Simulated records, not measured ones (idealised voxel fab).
process module | voxel self aligned contacts
cross-section cut | 170 nm wide | cells 5 nm
A cross-section is a grid of square cells, given in bands from the top down. A band is one or more rows of cells.
Each band's line starts with the height of the band's top and of its bottom, in nm. Then come its materials from left to right, each with its width in nm. One material with "throughout" fills the band from edge to edge. "air" is empty space.
Height 0 is the level under which the wafer as received is all one material. The lowest band goes on downwards, as in "0 down".
A width such as "30 to 40" changes by the same amount from each row of cells to the next, from the band's top row to its bottom row.
"no change" after a step means that no cell of the cross-section changed.
closed voids: empty space of 8 cells or more with no open way to the top, each as width x height at its distance from the left edge, in nm
after a step's settings: what the simulator itself notes on the step
overlay nm, on a step with a mask: how far to the right of its planned place the mask lay; to the left if negative
plan
1 op RECEIVE | material Si
2 op CONFORMAL_DEP | material SiO2 | thk nm 5
3 op DIRECTIONAL_DEP | material polySi | thk nm 30
4 op DIRECTIONAL_DEP | material SiN | thk nm 20
5 op MASKED_ETCH | tone cover | mask id GATE | width nm 35 | pitch nm 70 | etch materials SiN | depth nm 20 | overlay nm 0
6 op MASKED_ETCH | tone cover | mask id GATE | width nm 35 | pitch nm 70 | etch materials polySi | depth nm 30 | overlay nm 0
7 op CONFORMAL_DEP | material SiN | thk nm 5
8 op DIRECTIONAL_ETCH | etch materials SiN | depth nm 5
9 op FILL_DEP | material SiO2 | thk nm 20
10 op CMP | height nm 65
11 op MASKED_ETCH | tone open | mask id CONTACT | width nm 45 | etch materials SiO2 | depth nm 65 | overlay nm 0
12 op CONFORMAL_DEP | material TiN | thk nm 5
13 op FILL_DEP | material Ru | thk nm 10
14 op CMP | height nm 65
15 op CONFORMAL_DEP | material SiCN | thk nm 5
as received, after step 1
  0 down: Si throughout
  closed voids: none
a wafer at the end: this start, this plan, one mistake
  70 to 65: SiCN throughout
  65 to 60: Ru throughout
  60 to 55: TiN 75 | Ru 15 | TiN 80
  55 to 35: SiO2 25 | SiN 45 | TiN 5 | Ru 15 | TiN 5 | SiN 45 | SiO2 30
  35 to 5: SiO2 25 | SiN 5 | polySi 35 | SiN 5 | TiN 5 | Ru 15 | TiN 5 | SiN 5 | polySi 35 | SiN 5 | SiO2 30
  5 to 0: SiO2 70 | TiN 25 | SiO2 75
  0 down: Si throughout
  closed voids: none
what went wrong: step 10 ran as: op CMP | height nm 55
